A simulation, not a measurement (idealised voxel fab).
This is a process module. Its name is voxel spacer lines.
The width of the displayed cross-section, cut, is 210 nm; its cells are square, with a size of 5 nm.
Think of the cross-section as a grid of square cells. We describe it in bands, top to bottom, and each band covers one or more rows of those cells.
Band: top and bottom heights (nm) first, top before bottom; then materials from left to right, widths in nm. "all across" marks a sole material filling the band edge to edge. "blank" denotes empty space.
The reference from which all heights are counted is 0, the level beneath which the as-received wafer is entirely one material; the lowest band, having no lower bound, proceeds downward and is written after the example "0 and below".
A two-number width, for instance "30 to 40", indicates that the width is equal to the first number in the top row of the band and to the second number in the bottom row, and that it changes by a constant amount per row of cells.
Step marked "remains unaltered"? Then no cell in the cross-section changed in it.
Voids not open to the top, 8 cells minimum: see "Closed void table". Written width x height at distance; distance is from the left edge; nm.
The remark found on a step's line after its settings is issued by the simulator itself and pertains to that step.
If you see "overlay nm" on a step's line and that step has a mask, it's telling you how far right of where it was planned the mask ended up; a negative number means it went left instead.

# Process steps (planned)
1,RECEIVE, material Si
2,CONFORMAL_DEP, material Al2O3, thk nm 10
3,DIRECTIONAL_DEP, material W, thk nm 10
4,DIRECTIONAL_DEP, material aC, thk nm 20
5,PATTERN, tone cover, mask id MANDREL, material resist, width nm 15, pitch nm 50, thk nm 25, overlay nm 0
6,DIRECTIONAL_ETCH, etch materials aC, depth nm 20
7,STRIP, etch materials resist
8,CONFORMAL_DEP, material SiO2, thk nm 10
9,DIRECTIONAL_ETCH, etch materials SiO2, depth nm 10
10,STRIP, etch materials aC
11,DIRECTIONAL_ETCH, etch materials W, depth nm 10
12,STRIP, etch materials SiO2

# This is the cross-section of the wafer as we received it, i.e. after step 1
0 and below  Si all across
Closed void table: none

# Figure: cross-sectional view of the wafer upon completion of the module, processed from the initial state and according to the plan depicted above, with one error introduced during execution
20 down to 10  70 of blank  15 of W  35 of blank  15 of W  75 of blank
10 down to 0  Al2O3 all across
0 and below  Si all across
Closed void table: none
Where did the run depart from the plan? step 5 changed vs plan, executed as PATTERN, tone open, mask id MANDREL, material resist, width nm 15, pitch nm 50, thk nm 25, overlay nm 0
